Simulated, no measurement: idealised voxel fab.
process module | voxel spacer lines
cross-section cut | 200 nm wide | cells 5 nm
A cross-section is a grid of square cells, given in bands from the top down. A band is one or more rows of cells.
Each band's line starts with the height of the band's top and of its bottom, in nm. Then come its materials from left to right, each with its width in nm. One material with "throughout" fills the band from edge to edge. "air" is empty space.
Height 0 is the level under which the wafer as received is all one material. The lowest band goes on downwards, as in "0 down".
A width such as "30 to 40" changes by the same amount from each row of cells to the next, from the band's top row to its bottom row.
"no change" after a step means that no cell of the cross-section changed.
closed voids: empty space of 8 cells or more with no open way to the top, each as width x height at its distance from the left edge, in nm
after a step's settings: what the simulator itself notes on the step
overlay nm, on a step with a mask: how far to the right of its planned place the mask lay; to the left if negative
plan
1 op RECEIVE | material Si
2 op CONFORMAL_DEP | material Al2O3 | thk nm 5
3 op DIRECTIONAL_DEP | material W | thk nm 15
4 op DIRECTIONAL_DEP | material polySi | thk nm 25
5 op PATTERN | tone cover | mask id MANDREL | material resist | width nm 20 | pitch nm 70 | thk nm 35 | overlay nm 0
6 op DIRECTIONAL_ETCH | etch materials polySi | depth nm 25
7 op STRIP | etch materials resist
8 op CONFORMAL_DEP | material SiN | thk nm 15
9 op DIRECTIONAL_ETCH | etch materials SiN | depth nm 15
10 op STRIP | etch materials polySi
11 op DIRECTIONAL_ETCH | etch materials W | depth nm 15
12 op STRIP | etch materials SiN
13 op FILL_DEP | material lowk | thk nm 5
14 op CMP | height nm 20
as received, after step 1
  0 down: Si throughout
  closed voids: none
first wafer at the end, as planned
  20 to 5: lowk 40 | W 15 | lowk 20 | W 15 | lowk 20 | W 15 | lowk 20 | W 15 | lowk 40
  5 to 0: Al2O3 throughout
  0 down: Si throughout
  closed voids: none
second wafer at the end: like start, like plan, one mistake
  20 to 5: lowk 35 | W 15 | lowk 30 | W 15 | lowk 10 | W 15 | lowk 30 | W 15 | lowk 35
  5 to 0: Al2O3 throughout
  0 down: Si throughout
  closed voids: none
what went wrong: step 5 ran as: op PATTERN | tone cover | mask id MANDREL | material resist | width nm 30 | pitch nm 70 | thk nm 35 | overlay nm 0
at the end the second wafer has, in cells: as many of each material as the first, in other places
